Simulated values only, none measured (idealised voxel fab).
Process module in this document: voxel quadruple lines
Displayed cross-section: cut, width of 250 nm, square cells sized 5 nm.
Cross-section layout: square cells on a grid; listed as bands, top to bottom; a band spans one or more cell rows. Heights first: top, then bottom, in nm. Then materials, left to right, each with a width in nm. "all across" on a single material: fills the band edge to edge. "empty": empty space. Measure heights from 0. That's the level where, below it, the as-received wafer is all one material. The lowest band is bottomless and extends downward; write it as in "z 0 and below". The expression "30->40" gives the width at the extremes of the band, the first number at its top row of cells and the second at its bottom row, with the width changing by equal amounts from each row to the next in between. Where the words "same as before" appear for a step, the cross-section shows no cell changed by that step; every cell remained as before. In "Fully sealed voids" the enclosed voids are listed, meaning empty spaces of 8 cells or larger without any opening to the top. The form is width x height at distance, distance from the left edge, units nm. Post-settings text on a step line: simulator's own remark regarding the step. The line of a step may include "overlay nm". On a step with a mask, this value is how far to the right of its planned place the mask lay. A negative value means the mask lay to the left.

Planned process steps
1,RECEIVE (material Si)
2,CONFORMAL_DEP (material SiO2; thk nm 5)
3,DIRECTIONAL_DEP (material W; thk nm 10)
4,DIRECTIONAL_DEP (material polySi; thk nm 20)
5,DIRECTIONAL_DEP (material aC; thk nm 25)
6,PATTERN (tone cover; mask id MANDREL; material resist; width nm 30; pitch nm 80; thk nm 30; overlay nm 0)
7,DIRECTIONAL_ETCH (etch materials aC; depth nm 25)
8,STRIP (etch materials resist)
9,CONFORMAL_DEP (material SiO2; thk nm 10)
10,DIRECTIONAL_ETCH (etch materials SiO2; depth nm 10)
11,STRIP (etch materials aC)
12,DIRECTIONAL_ETCH (etch materials polySi; depth nm 20)
13,STRIP (etch materials SiO2)
14,CONFORMAL_DEP (material SiCN; thk nm 10)
15,DIRECTIONAL_ETCH (etch materials SiCN; depth nm 10)
16,STRIP (etch materials polySi)
17,DIRECTIONAL_ETCH (etch materials W; depth nm 10)
18,STRIP (etch materials SiCN)
19,FILL_DEP (material lowk; thk nm 5)
20,CMP (height nm 15)

As-received state of the wafer in cross-section, equivalent to post-step 1
* z 0 and below: Si all across
* Fully sealed voids: none

First of two wafers, end-of-module section, run followed plan
* z 15 to 5: lowk (50); W (10); lowk (10); W (10); lowk (10); W (10); lowk (10); W (10); lowk (10); W (10); lowk (10); W (10); lowk (10); W (10); lowk (10); W (10); lowk (50)
* z 5 to 0: SiO2 all across
* z 0 and below: Si all across
* Fully sealed voids: none

Second wafer through the module, sectioned at the end: same beginning and same plan as the first wafer, with one mistake in carrying it out
* z 15 to 5: lowk (60); W (10); lowk (10); W (10); lowk (10); W (10); lowk (30); W (10); lowk (10); W (10); lowk (10); W (10); lowk (60)
* z 5 to 0: SiO2 all across
* z 0 and below: Si all across
* Fully sealed voids: none
Deviation from plan: step 6 did not use the planned setting and instead ran as PATTERN (tone open; mask id MANDREL; material resist; width nm 30; pitch nm 80; thk nm 30; overlay nm 0)
End of process, cell counts, second wafer against first, materials with more or fewer: -8 W; +8 lowk
